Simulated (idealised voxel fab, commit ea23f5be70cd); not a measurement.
process module | voxel wiring stack
cross-section cut | 155 nm wide | cells 5 nm
A cross-section is a grid of square cells, given in bands from the top down. A band is one or more rows of cells.
Each band's line starts with the height of the band's top and of its bottom, in nm. Then come its materials from left to right, each with its width in nm. One material with "throughout" fills the band from edge to edge. "air" is empty space.
Height 0 is the level under which the wafer as received is all one material. The lowest band goes on downwards, as in "0 down".
A width such as "30 to 40" changes by the same amount from each row of cells to the next, from the band's top row to its bottom row.
"no change" after a step means that no cell of the cross-section changed.
closed voids: empty space of 8 cells or more with no open way to the top, each as width x height at its distance from the left edge, in nm
after a step's settings: what the simulator itself notes on the step
overlay nm, on a step with a mask: how far to the right of its planned place the mask lay; to the left if negative
plan
1 op RECEIVE | material Si
2 op CONFORMAL_DEP | material SiO2 | thk nm 15
3 op DIRECTIONAL_DEP | material TiN | thk nm 5
4 op DIRECTIONAL_DEP | material W | thk nm 15
5 op MASKED_ETCH | tone cover | mask id METAL_1 | width nm 20 | pitch nm 45 | etch materials W | depth nm 15 | overlay nm 0
6 op MASKED_ETCH | tone cover | mask id METAL_1 | width nm 20 | pitch nm 45 | etch materials TiN | depth nm 5 | overlay nm 0
7 op CONFORMAL_DEP | material SiN | thk nm 5
8 op FILL_DEP | material lowk | thk nm 5
9 op CMP | height nm 35
10 op CONFORMAL_DEP | material SiCN | thk nm 5
11 op DIRECTIONAL_DEP | material lowk | thk nm 15
12 op PATTERN | tone open | mask id PLUG_1 | material resist | width nm 15 | pitch nm 90 | thk nm 15 | overlay nm 0
13 op DIRECTIONAL_ETCH | etch materials lowk | depth nm 15
14 op DIRECTIONAL_ETCH | etch materials SiCN | depth nm 5
15 op STRIP | etch materials resist
16 op CONFORMAL_DEP | material TiN | thk nm 5
17 op FILL_DEP | material W | thk nm 10
18 op CMP | height nm 55
19 op CONFORMAL_DEP | material SiN | thk nm 5
20 op DIRECTIONAL_DEP | material SiO2 | thk nm 25
21 op DIRECTIONAL_DEP | material aC | thk nm 15
22 op PATTERN | tone open | mask id METAL_2 | material resist | width nm 20 | pitch nm 45 | thk nm 30 | overlay nm 0
23 op DIRECTIONAL_ETCH | etch materials aC | depth nm 15
24 op STRIP | etch materials resist
25 op DIRECTIONAL_ETCH | etch materials SiO2 | depth nm 25
26 op DIRECTIONAL_ETCH | etch materials SiN | depth nm 5
27 op STRIP | etch materials aC
28 op CONFORMAL_DEP | material TiN | thk nm 5
29 op FILL_DEP | material W | thk nm 10
30 op CMP | height nm 85
31 op CONFORMAL_DEP | material SiCN | thk nm 5
32 op DIRECTIONAL_DEP | material SiO2 | thk nm 20
33 op DIRECTIONAL_DEP | material aC | thk nm 10
34 op PATTERN | tone open | mask id PLUG_2 | material resist | width nm 15 | pitch nm 90 | thk nm 30 | overlay nm 0
35 op DIRECTIONAL_ETCH | etch materials aC | depth nm 10
36 op STRIP | etch materials resist
37 op DIRECTIONAL_ETCH | etch materials SiO2 | depth nm 20
38 op DIRECTIONAL_ETCH | etch materials SiCN | depth nm 5
39 op STRIP | etch materials aC
40 op EPI | material Ru | thk nm 10
41 op EPI | material Ru | thk nm 10
42 op EPI | material Ru | thk nm 5
43 op CONFORMAL_DEP | material SiN | thk nm 5
44 op DIRECTIONAL_DEP | material lowk | thk nm 25
45 op MASKED_ETCH | tone open | mask id METAL_3 | width nm 20 | pitch nm 45 | etch materials lowk | depth nm 25 | overlay nm 0
46 op MASKED_ETCH | tone open | mask id METAL_3 | width nm 20 | pitch nm 45 | etch materials SiN | depth nm 5 | overlay nm 0
47 op CONFORMAL_DEP | material TiN | thk nm 5
48 op FILL_DEP | material Cu | thk nm 10
49 op CMP | height nm 140
50 op CONFORMAL_DEP | material SiCN | thk nm 5
51 op DIRECTIONAL_DEP | material lowk | thk nm 10
52 op DIRECTIONAL_DEP | material aC | thk nm 10
53 op PATTERN | tone open | mask id PLUG_3 | material resist | width nm 15 | pitch nm 45 | thk nm 25 | overlay nm 0
54 op DIRECTIONAL_ETCH | etch materials aC | depth nm 10
55 op STRIP | etch materials resist
56 op DIRECTIONAL_ETCH | etch materials lowk | depth nm 10
57 op DIRECTIONAL_ETCH | etch materials SiCN | depth nm 5
58 op STRIP | etch materials aC
59 op CONFORMAL_DEP | material TiN | thk nm 5
60 op FILL_DEP | material W | thk nm 5
61 op CMP | height nm 155
62 op DIRECTIONAL_DEP | material TiN | thk nm 5
63 op DIRECTIONAL_DEP | material W | thk nm 15
64 op PATTERN | tone cover | mask id METAL_4 | material resist | width nm 20 | pitch nm 45 | thk nm 20 | overlay nm 0
65 op DIRECTIONAL_ETCH | etch materials W | depth nm 15
66 op DIRECTIONAL_ETCH | etch materials TiN | depth nm 5
67 op STRIP | etch materials resist
68 op CONFORMAL_DEP | material SiCN | thk nm 5
69 op FILL_DEP | material lowk | thk nm 5
70 op CMP | height nm 175
71 op CONFORMAL_DEP | material SiCN | thk nm 5
first wafer, as planned
as received, after step 1
  0 down: Si throughout
  closed voids: none
after step 2
  15 to 0: SiO2 throughout
  below 0: unchanged
after step 3
  20 to 15: TiN throughout
  below 15: unchanged
after step 4
  35 to 20: W throughout
  below 20: unchanged
after step 5
  35 to 20: air 20 | W 20 | air 25 | W 20 | air 25 | W 20 | air 25
  below 20: unchanged
after step 6
  35 to 20: air 20 | W 20 | air 25 | W 20 | air 25 | W 20 | air 25
  20 to 15: air 20 | TiN 20 | air 25 | TiN 20 | air 25 | TiN 20 | air 25
  below 15: unchanged
after step 7
  40 to 35: air 15 | SiN 30 | air 15 | SiN 30 | air 15 | SiN 30 | air 20
  35 to 20: air 15 | SiN 5 | W 20 | SiN 5 | air 15 | SiN 5 | W 20 | SiN 5 | air 15 | SiN 5 | W 20 | SiN 5 | air 20
  20 to 15: SiN 20 | TiN 20 | SiN 25 | TiN 20 | SiN 25 | TiN 20 | SiN 25
  below 15: unchanged
after step 8
  45 to 40: lowk throughout
  40 to 35: lowk 15 | SiN 30 | lowk 15 | SiN 30 | lowk 15 | SiN 30 | lowk 20
  35 to 20: lowk 15 | SiN 5 | W 20 | SiN 5 | lowk 15 | SiN 5 | W 20 | SiN 5 | lowk 15 | SiN 5 | W 20 | SiN 5 | lowk 20
  below 20: unchanged
after step 9
  35 to 20: lowk 15 | SiN 5 | W 20 | SiN 5 | lowk 15 | SiN 5 | W 20 | SiN 5 | lowk 15 | SiN 5 | W 20 | SiN 5 | lowk 20
  below 20: unchanged
after step 10
  40 to 35: SiCN throughout
  below 35: unchanged
after step 11
  55 to 40: lowk throughout
  below 40: unchanged
after step 12
  70 to 55: resist 20 | air 15 | resist 75 | air 15 | resist 30
  below 55: unchanged
after step 13
  70 to 55: resist 20 | air 15 | resist 75 | air 15 | resist 30
  55 to 40: lowk 20 | air 15 | lowk 75 | air 15 | lowk 30
  below 40: unchanged
after step 14
  70 to 55: resist 20 | air 15 | resist 75 | air 15 | resist 30
  55 to 40: lowk 20 | air 15 | lowk 75 | air 15 | lowk 30
  40 to 35: SiCN 20 | air 15 | SiCN 75 | air 15 | SiCN 30
  below 35: unchanged
after step 15
  55 to 40: lowk 20 | air 15 | lowk 75 | air 15 | lowk 30
  below 40: unchanged
after step 16
  60 to 55: TiN 25 | air 5 | TiN 85 | air 5 | TiN 35
  55 to 40: lowk 20 | TiN 5 | air 5 | TiN 5 | lowk 75 | TiN 5 | air 5 | TiN 5 | lowk 30
  40 to 35: SiCN 20 | TiN 15 | SiCN 75 | TiN 15 | SiCN 30
  below 35: unchanged
after step 17
  70 to 60: W throughout
  60 to 55: TiN 25 | W 5 | TiN 85 | W 5 | TiN 35
  55 to 40: lowk 20 | TiN 5 | W 5 | TiN 5 | lowk 75 | TiN 5 | W 5 | TiN 5 | lowk 30
  below 40: unchanged
after step 18
  55 to 40: lowk 20 | TiN 5 | W 5 | TiN 5 | lowk 75 | TiN 5 | W 5 | TiN 5 | lowk 30
  below 40: unchanged
after step 19
  60 to 55: SiN throughout
  below 55: unchanged
after step 20
  85 to 60: SiO2 throughout
  below 60: unchanged
after step 21
  100 to 85: aC throughout
  below 85: unchanged
after step 22
  130 to 100: resist 20 | air 20 | resist 25 | air 20 | resist 25 | air 20 | resist 25
  below 100: unchanged
after step 23
  115 to 100: resist 20 | air 20 | resist 25 | air 20 | resist 25 | air 20 | resist 25
  100 to 85: aC 20 | air 20 | aC 25 | air 20 | aC 25 | air 20 | aC 25
  below 85: unchanged
after step 24
  100 to 85: aC 20 | air 20 | aC 25 | air 20 | aC 25 | air 20 | aC 25
  below 85: unchanged
after step 25
  100 to 85: aC 20 | air 20 | aC 25 | air 20 | aC 25 | air 20 | aC 25
  85 to 60: SiO2 20 | air 20 | SiO2 25 | air 20 | SiO2 25 | air 20 | SiO2 25
  below 60: unchanged
after step 26
  100 to 85: aC 20 | air 20 | aC 25 | air 20 | aC 25 | air 20 | aC 25
  85 to 60: SiO2 20 | air 20 | SiO2 25 | air 20 | SiO2 25 | air 20 | SiO2 25
  60 to 55: SiN 20 | air 20 | SiN 25 | air 20 | SiN 25 | air 20 | SiN 25
  below 55: unchanged
after step 27
  85 to 60: SiO2 20 | air 20 | SiO2 25 | air 20 | SiO2 25 | air 20 | SiO2 25
  below 60: unchanged
after step 28
  90 to 85: TiN 25 | air 10 | TiN 35 | air 10 | TiN 35 | air 10 | TiN 30
  85 to 60: SiO2 20 | TiN 5 | air 10 | TiN 5 | SiO2 25 | TiN 5 | air 10 | TiN 5 | SiO2 25 | TiN 5 | air 10 | TiN 5 | SiO2 25
  60 to 55: SiN 20 | TiN 20 | SiN 25 | TiN 20 | SiN 25 | TiN 20 | SiN 25
  below 55: unchanged
after step 29
  100 to 90: W throughout
  90 to 85: TiN 25 | W 10 | TiN 35 | W 10 | TiN 35 | W 10 | TiN 30
  85 to 60: SiO2 20 | TiN 5 | W 10 | TiN 5 | SiO2 25 | TiN 5 | W 10 | TiN 5 | SiO2 25 | TiN 5 | W 10 | TiN 5 | SiO2 25
  below 60: unchanged
after step 30
  85 to 60: SiO2 20 | TiN 5 | W 10 | TiN 5 | SiO2 25 | TiN 5 | W 10 | TiN 5 | SiO2 25 | TiN 5 | W 10 | TiN 5 | SiO2 25
  below 60: unchanged
after step 31
  90 to 85: SiCN throughout
  below 85: unchanged
after step 32
  110 to 90: SiO2 throughout
  below 90: unchanged
after step 33
  120 to 110: aC throughout
  below 110: unchanged
after step 34
  150 to 120: resist 20 | air 15 | resist 75 | air 15 | resist 30
  below 120: unchanged
after step 35
  140 to 120: resist 20 | air 15 | resist 75 | air 15 | resist 30
  120 to 110: aC 20 | air 15 | aC 75 | air 15 | aC 30
  below 110: unchanged
after step 36
  120 to 110: aC 20 | air 15 | aC 75 | air 15 | aC 30
  below 110: unchanged
after step 37
  120 to 110: aC 20 | air 15 | aC 75 | air 15 | aC 30
  110 to 90: SiO2 20 | air 15 | SiO2 75 | air 15 | SiO2 30
  below 90: unchanged
after step 38
  120 to 110: aC 20 | air 15 | aC 75 | air 15 | aC 30
  110 to 90: SiO2 20 | air 15 | SiO2 75 | air 15 | SiO2 30
  90 to 85: SiCN 20 | air 15 | SiCN 75 | air 15 | SiCN 30
  below 85: unchanged
after step 39
  110 to 90: SiO2 20 | air 15 | SiO2 75 | air 15 | SiO2 30
  below 90: unchanged
after step 40
  110 to 95: SiO2 20 | air 15 | SiO2 75 | air 15 | SiO2 30
  95 to 90: SiO2 20 | Ru 15 | SiO2 75 | Ru 15 | SiO2 30
  90 to 85: SiCN 20 | Ru 15 | SiCN 75 | Ru 15 | SiCN 30
  below 85: unchanged
after step 41
  110 to 105: SiO2 20 | air 15 | SiO2 75 | air 15 | SiO2 30
  105 to 90: SiO2 20 | Ru 15 | SiO2 75 | Ru 15 | SiO2 30
  below 90: unchanged
after step 42
  110 to 90: SiO2 20 | Ru 15 | SiO2 75 | Ru 15 | SiO2 30
  below 90: unchanged
after step 43
  115 to 110: SiN throughout
  below 110: unchanged
after step 44
  140 to 115: lowk throughout
  below 115: unchanged
after step 45
  140 to 115: lowk 20 | air 20 | lowk 25 | air 20 | lowk 25 | air 20 | lowk 25
  below 115: unchanged
after step 46
  140 to 115: lowk 20 | air 20 | lowk 25 | air 20 | lowk 25 | air 20 | lowk 25
  115 to 110: SiN 20 | air 20 | SiN 25 | air 20 | SiN 25 | air 20 | SiN 25
  below 110: unchanged
after step 47
  145 to 140: TiN 25 | air 10 | TiN 35 | air 10 | TiN 35 | air 10 | TiN 30
  140 to 115: lowk 20 | TiN 5 | air 10 | TiN 5 | lowk 25 | TiN 5 | air 10 | TiN 5 | lowk 25 | TiN 5 | air 10 | TiN 5 | lowk 25
  115 to 110: SiN 20 | TiN 20 | SiN 25 | TiN 20 | SiN 25 | TiN 20 | SiN 25
  below 110: unchanged
after step 48
  155 to 145: Cu throughout
  145 to 140: TiN 25 | Cu 10 | TiN 35 | Cu 10 | TiN 35 | Cu 10 | TiN 30
  140 to 115: lowk 20 | TiN 5 | Cu 10 | TiN 5 | lowk 25 | TiN 5 | Cu 10 | TiN 5 | lowk 25 | TiN 5 | Cu 10 | TiN 5 | lowk 25
  below 115: unchanged
after step 49
  140 to 115: lowk 20 | TiN 5 | Cu 10 | TiN 5 | lowk 25 | TiN 5 | Cu 10 | TiN 5 | lowk 25 | TiN 5 | Cu 10 | TiN 5 | lowk 25
  below 115: unchanged
after step 50
  145 to 140: SiCN throughout
  below 140: unchanged
after step 51
  155 to 145: lowk throughout
  below 145: unchanged
after step 52
  165 to 155: aC throughout
  below 155: unchanged
after step 53
  190 to 165: resist 20 | air 15 | resist 30 | air 15 | resist 30 | air 15 | resist 30
  below 165: unchanged
after step 54
  180 to 165: resist 20 | air 15 | resist 30 | air 15 | resist 30 | air 15 | resist 30
  165 to 155: aC 20 | air 15 | aC 30 | air 15 | aC 30 | air 15 | aC 30
  below 155: unchanged
after step 55
  165 to 155: aC 20 | air 15 | aC 30 | air 15 | aC 30 | air 15 | aC 30
  below 155: unchanged
after step 56
  165 to 155: aC 20 | air 15 | aC 30 | air 15 | aC 30 | air 15 | aC 30
  155 to 145: lowk 20 | air 15 | lowk 30 | air 15 | lowk 30 | air 15 | lowk 30
  below 145: unchanged
after step 57
  165 to 155: aC 20 | air 15 | aC 30 | air 15 | aC 30 | air 15 | aC 30
  155 to 145: lowk 20 | air 15 | lowk 30 | air 15 | lowk 30 | air 15 | lowk 30
  145 to 140: SiCN 20 | air 15 | SiCN 30 | air 15 | SiCN 30 | air 15 | SiCN 30
  below 140: unchanged
after step 58
  155 to 145: lowk 20 | air 15 | lowk 30 | air 15 | lowk 30 | air 15 | lowk 30
  below 145: unchanged
after step 59
  160 to 155: TiN 25 | air 5 | TiN 40 | air 5 | TiN 40 | air 5 | TiN 35
  155 to 145: lowk 20 | TiN 5 | air 5 | TiN 5 | lowk 30 | TiN 5 | air 5 | TiN 5 | lowk 30 | TiN 5 | air 5 | TiN 5 | lowk 30
  145 to 140: SiCN 20 | TiN 15 | SiCN 30 | TiN 15 | SiCN 30 | TiN 15 | SiCN 30
  below 140: unchanged
after step 60
  165 to 160: W throughout
  160 to 155: TiN 25 | W 5 | TiN 40 | W 5 | TiN 40 | W 5 | TiN 35
  155 to 145: lowk 20 | TiN 5 | W 5 | TiN 5 | lowk 30 | TiN 5 | W 5 | TiN 5 | lowk 30 | TiN 5 | W 5 | TiN 5 | lowk 30
  below 145: unchanged
after step 61
  155 to 145: lowk 20 | TiN 5 | W 5 | TiN 5 | lowk 30 | TiN 5 | W 5 | TiN 5 | lowk 30 | TiN 5 | W 5 | TiN 5 | lowk 30
  below 145: unchanged
after step 62
  160 to 155: TiN throughout
  below 155: unchanged
after step 63
  175 to 160: W throughout
  below 160: unchanged
after step 64
  195 to 175: air 20 | resist 20 | air 25 | resist 20 | air 25 | resist 20 | air 25
  below 175: unchanged
after step 65
  195 to 175: air 20 | resist 20 | air 25 | resist 20 | air 25 | resist 20 | air 25
  175 to 160: air 20 | W 20 | air 25 | W 20 | air 25 | W 20 | air 25
  below 160: unchanged
after step 66
  195 to 175: air 20 | resist 20 | air 25 | resist 20 | air 25 | resist 20 | air 25
  175 to 160: air 20 | W 20 | air 25 | W 20 | air 25 | W 20 | air 25
  160 to 155: air 20 | TiN 20 | air 25 | TiN 20 | air 25 | TiN 20 | air 25
  below 155: unchanged
after step 67
  175 to 160: air 20 | W 20 | air 25 | W 20 | air 25 | W 20 | air 25
  below 160: unchanged
after step 68
  180 to 175: air 15 | SiCN 30 | air 15 | SiCN 30 | air 15 | SiCN 30 | air 20
  175 to 160: air 15 | SiCN 5 | W 20 | SiCN 5 | air 15 | SiCN 5 | W 20 | SiCN 5 | air 15 | SiCN 5 | W 20 | SiCN 5 | air 20
  160 to 155: SiCN 20 | TiN 20 | SiCN 25 | TiN 20 | SiCN 25 | TiN 20 | SiCN 25
  below 155: unchanged
after step 69
  185 to 180: lowk throughout
  180 to 175: lowk 15 | SiCN 30 | lowk 15 | SiCN 30 | lowk 15 | SiCN 30 | lowk 20
  175 to 160: lowk 15 | SiCN 5 | W 20 | SiCN 5 | lowk 15 | SiCN 5 | W 20 | SiCN 5 | lowk 15 | SiCN 5 | W 20 | SiCN 5 | lowk 20
  below 160: unchanged
after step 70
  175 to 160: lowk 15 | SiCN 5 | W 20 | SiCN 5 | lowk 15 | SiCN 5 | W 20 | SiCN 5 | lowk 15 | SiCN 5 | W 20 | SiCN 5 | lowk 20
  below 160: unchanged
after step 71
  180 to 175: SiCN throughout
  below 175: unchanged
second wafer: like start, like plan, one mistake. Through step 31 it matches the first wafer
when step 32 should have ended
  105 to 90: SiO2 throughout
  below 90: unchanged
when step 33 should have ended
  115 to 105: aC throughout
  below 105: unchanged
when step 34 should have ended
  145 to 115: resist 20 | air 15 | resist 75 | air 15 | resist 30
  below 115: unchanged
when step 35 should have ended
  135 to 115: resist 20 | air 15 | resist 75 | air 15 | resist 30
  115 to 105: aC 20 | air 15 | aC 75 | air 15 | aC 30
  below 105: unchanged
when step 36 should have ended
  115 to 105: aC 20 | air 15 | aC 75 | air 15 | aC 30
  below 105: unchanged
when step 37 should have ended
  115 to 105: aC 20 | air 15 | aC 75 | air 15 | aC 30
  105 to 90: SiO2 20 | air 15 | SiO2 75 | air 15 | SiO2 30
  below 90: unchanged
when step 38 should have ended
  115 to 105: aC 20 | air 15 | aC 75 | air 15 | aC 30
  105 to 90: SiO2 20 | air 15 | SiO2 75 | air 15 | SiO2 30
  90 to 85: SiCN 20 | air 15 | SiCN 75 | air 15 | SiCN 30
  below 85: unchanged
when step 39 should have ended
  105 to 90: SiO2 20 | air 15 | SiO2 75 | air 15 | SiO2 30
  below 90: unchanged
when step 40 should have ended
  105 to 95: SiO2 20 | air 15 | SiO2 75 | air 15 | SiO2 30
  95 to 90: SiO2 20 | Ru 15 | SiO2 75 | Ru 15 | SiO2 30
  90 to 85: SiCN 20 | Ru 15 | SiCN 75 | Ru 15 | SiCN 30
  below 85: unchanged
when step 41 should have ended
  105 to 90: SiO2 20 | Ru 15 | SiO2 75 | Ru 15 | SiO2 30
  below 90: unchanged
when step 42 should have ended
  110 to 105: air 15 | Ru 25 | air 65 | Ru 25 | air 25
  below 105: unchanged
when step 43 should have ended
  115 to 110: air 10 | SiN 35 | air 55 | SiN 35 | air 20
  110 to 105: SiN 15 | Ru 25 | SiN 65 | Ru 25 | SiN 25
  below 105: unchanged
when step 44 should have ended
  140 to 135: air 10 | lowk 35 | air 55 | lowk 35 | air 20
  135 to 115: lowk throughout
  115 to 110: lowk 10 | SiN 35 | lowk 55 | SiN 35 | lowk 20
  below 110: unchanged
when step 45 should have ended
  140 to 135: air 10 | lowk 10 | air 20 | lowk 5 | air 55 | lowk 10 | air 20 | lowk 5 | air 20
  135 to 115: lowk 20 | air 20 | lowk 25 | air 20 | lowk 25 | air 20 | lowk 25
  115 to 110: lowk 10 | SiN 35 | lowk 20 | air 20 | lowk 15 | SiN 35 | lowk 20
  below 110: unchanged
when step 46 should have ended
  140 to 135: air 10 | lowk 10 | air 20 | lowk 5 | air 55 | lowk 10 | air 20 | lowk 5 | air 20
  135 to 115: lowk 20 | air 20 | lowk 25 | air 20 | lowk 25 | air 20 | lowk 25
  115 to 110: lowk 10 | SiN 10 | air 20 | SiN 5 | lowk 20 | air 20 | lowk 15 | SiN 10 | air 20 | SiN 5 | lowk 20
  110 to 105: SiN 15 | Ru 25 | SiN 25 | air 20 | SiN 20 | Ru 25 | SiN 25
  below 105: unchanged
when step 47 should have ended
  145 to 140: air 5 | TiN 20 | air 10 | TiN 15 | air 45 | TiN 20 | air 10 | TiN 15 | air 15
  140 to 135: TiN 10 | lowk 10 | TiN 5 | air 10 | TiN 5 | lowk 5 | TiN 25 | air 10 | TiN 20 | lowk 10 | TiN 5 | air 10 | TiN 5 | lowk 5 | TiN 20
  135 to 115: lowk 20 | TiN 5 | air 10 | TiN 5 | lowk 25 | TiN 5 | air 10 | TiN 5 | lowk 25 | TiN 5 | air 10 | TiN 5 | lowk 25
  115 to 110: lowk 10 | SiN 10 | TiN 20 | SiN 5 | lowk 20 | TiN 5 | air 10 | TiN 5 | lowk 15 | SiN 10 | TiN 20 | SiN 5 | lowk 20
  110 to 105: SiN 15 | Ru 25 | SiN 25 | TiN 20 | SiN 20 | Ru 25 | SiN 25
  below 105: unchanged
when step 48 should have ended
  155 to 145: Cu throughout
  145 to 140: Cu 5 | TiN 20 | Cu 10 | TiN 15 | Cu 45 | TiN 20 | Cu 10 | TiN 15 | Cu 15
  140 to 135: TiN 10 | lowk 10 | TiN 5 | Cu 10 | TiN 5 | lowk 5 | TiN 25 | Cu 10 | TiN 20 | lowk 10 | TiN 5 | Cu 10 | TiN 5 | lowk 5 | TiN 20
  135 to 115: lowk 20 | TiN 5 | Cu 10 | TiN 5 | lowk 25 | TiN 5 | Cu 10 | TiN 5 | lowk 25 | TiN 5 | Cu 10 | TiN 5 | lowk 25
  115 to 110: lowk 10 | SiN 10 | TiN 20 | SiN 5 | lowk 20 | TiN 5 | Cu 10 | TiN 5 | lowk 15 | SiN 10 | TiN 20 | SiN 5 | lowk 20
  below 110: unchanged
when step 49 should have ended
  140 to 135: TiN 10 | lowk 10 | TiN 5 | Cu 10 | TiN 5 | lowk 5 | TiN 25 | Cu 10 | TiN 20 | lowk 10 | TiN 5 | Cu 10 | TiN 5 | lowk 5 | TiN 20
  below 135: unchanged
when step 50 should have ended
  145 to 140: SiCN throughout
  below 140: unchanged
when step 51 should have ended
  155 to 145: lowk throughout
  below 145: unchanged
when step 52 should have ended
  165 to 155: aC throughout
  below 155: unchanged
when step 53 should have ended
  190 to 165: resist 20 | air 15 | resist 30 | air 15 | resist 30 | air 15 | resist 30
  below 165: unchanged
when step 54 should have ended
  180 to 165: resist 20 | air 15 | resist 30 | air 15 | resist 30 | air 15 | resist 30
  165 to 155: aC 20 | air 15 | aC 30 | air 15 | aC 30 | air 15 | aC 30
  below 155: unchanged
when step 55 should have ended
  165 to 155: aC 20 | air 15 | aC 30 | air 15 | aC 30 | air 15 | aC 30
  below 155: unchanged
when step 56 should have ended
  165 to 155: aC 20 | air 15 | aC 30 | air 15 | aC 30 | air 15 | aC 30
  155 to 145: lowk 20 | air 15 | lowk 30 | air 15 | lowk 30 | air 15 | lowk 30
  below 145: unchanged
when step 57 should have ended
  165 to 155: aC 20 | air 15 | aC 30 | air 15 | aC 30 | air 15 | aC 30
  155 to 145: lowk 20 | air 15 | lowk 30 | air 15 | lowk 30 | air 15 | lowk 30
  145 to 140: SiCN 20 | air 15 | SiCN 30 | air 15 | SiCN 30 | air 15 | SiCN 30
  below 140: unchanged
when step 58 should have ended
  155 to 145: lowk 20 | air 15 | lowk 30 | air 15 | lowk 30 | air 15 | lowk 30
  below 145: unchanged
when step 59 should have ended
  160 to 155: TiN 25 | air 5 | TiN 40 | air 5 | TiN 40 | air 5 | TiN 35
  155 to 145: lowk 20 | TiN 5 | air 5 | TiN 5 | lowk 30 | TiN 5 | air 5 | TiN 5 | lowk 30 | TiN 5 | air 5 | TiN 5 | lowk 30
  145 to 140: SiCN 20 | TiN 15 | SiCN 30 | TiN 15 | SiCN 30 | TiN 15 | SiCN 30
  below 140: unchanged
when step 60 should have ended
  165 to 160: W throughout
  160 to 155: TiN 25 | W 5 | TiN 40 | W 5 | TiN 40 | W 5 | TiN 35
  155 to 145: lowk 20 | TiN 5 | W 5 | TiN 5 | lowk 30 | TiN 5 | W 5 | TiN 5 | lowk 30 | TiN 5 | W 5 | TiN 5 | lowk 30
  below 145: unchanged
when step 61 should have ended
  155 to 145: lowk 20 | TiN 5 | W 5 | TiN 5 | lowk 30 | TiN 5 | W 5 | TiN 5 | lowk 30 | TiN 5 | W 5 | TiN 5 | lowk 30
  below 145: unchanged
when step 62 should have ended
  160 to 155: TiN throughout
  below 155: unchanged
when step 63 should have ended
  175 to 160: W throughout
  below 160: unchanged
when step 64 should have ended
  195 to 175: air 20 | resist 20 | air 25 | resist 20 | air 25 | resist 20 | air 25
  below 175: unchanged
when step 65 should have ended
  195 to 175: air 20 | resist 20 | air 25 | resist 20 | air 25 | resist 20 | air 25
  175 to 160: air 20 | W 20 | air 25 | W 20 | air 25 | W 20 | air 25
  below 160: unchanged
when step 66 should have ended
  195 to 175: air 20 | resist 20 | air 25 | resist 20 | air 25 | resist 20 | air 25
  175 to 160: air 20 | W 20 | air 25 | W 20 | air 25 | W 20 | air 25
  160 to 155: air 20 | TiN 20 | air 25 | TiN 20 | air 25 | TiN 20 | air 25
  below 155: unchanged
when step 67 should have ended
  175 to 160: air 20 | W 20 | air 25 | W 20 | air 25 | W 20 | air 25
  below 160: unchanged
when step 68 should have ended
  180 to 175: air 15 | SiCN 30 | air 15 | SiCN 30 | air 15 | SiCN 30 | air 20
  175 to 160: air 15 | SiCN 5 | W 20 | SiCN 5 | air 15 | SiCN 5 | W 20 | SiCN 5 | air 15 | SiCN 5 | W 20 | SiCN 5 | air 20
  160 to 155: SiCN 20 | TiN 20 | SiCN 25 | TiN 20 | SiCN 25 | TiN 20 | SiCN 25
  below 155: unchanged
when step 69 should have ended
  185 to 180: lowk throughout
  180 to 175: lowk 15 | SiCN 30 | lowk 15 | SiCN 30 | lowk 15 | SiCN 30 | lowk 20
  175 to 160: lowk 15 | SiCN 5 | W 20 | SiCN 5 | lowk 15 | SiCN 5 | W 20 | SiCN 5 | lowk 15 | SiCN 5 | W 20 | SiCN 5 | lowk 20
  below 160: unchanged
when step 70 should have ended
  175 to 160: lowk 15 | SiCN 5 | W 20 | SiCN 5 | lowk 15 | SiCN 5 | W 20 | SiCN 5 | lowk 15 | SiCN 5 | W 20 | SiCN 5 | lowk 20
  below 160: unchanged
when step 71 should have ended
  180 to 175: SiCN throughout
  below 175: unchanged
what went wrong: step 32 ran as: op DIRECTIONAL_DEP | material SiO2 | thk nm 15
at the end the second wafer has, in cells: 2 more of Cu | 4 more of Ru | 4 more of SiN | 25 fewer of SiO2 | 15 more of TiN
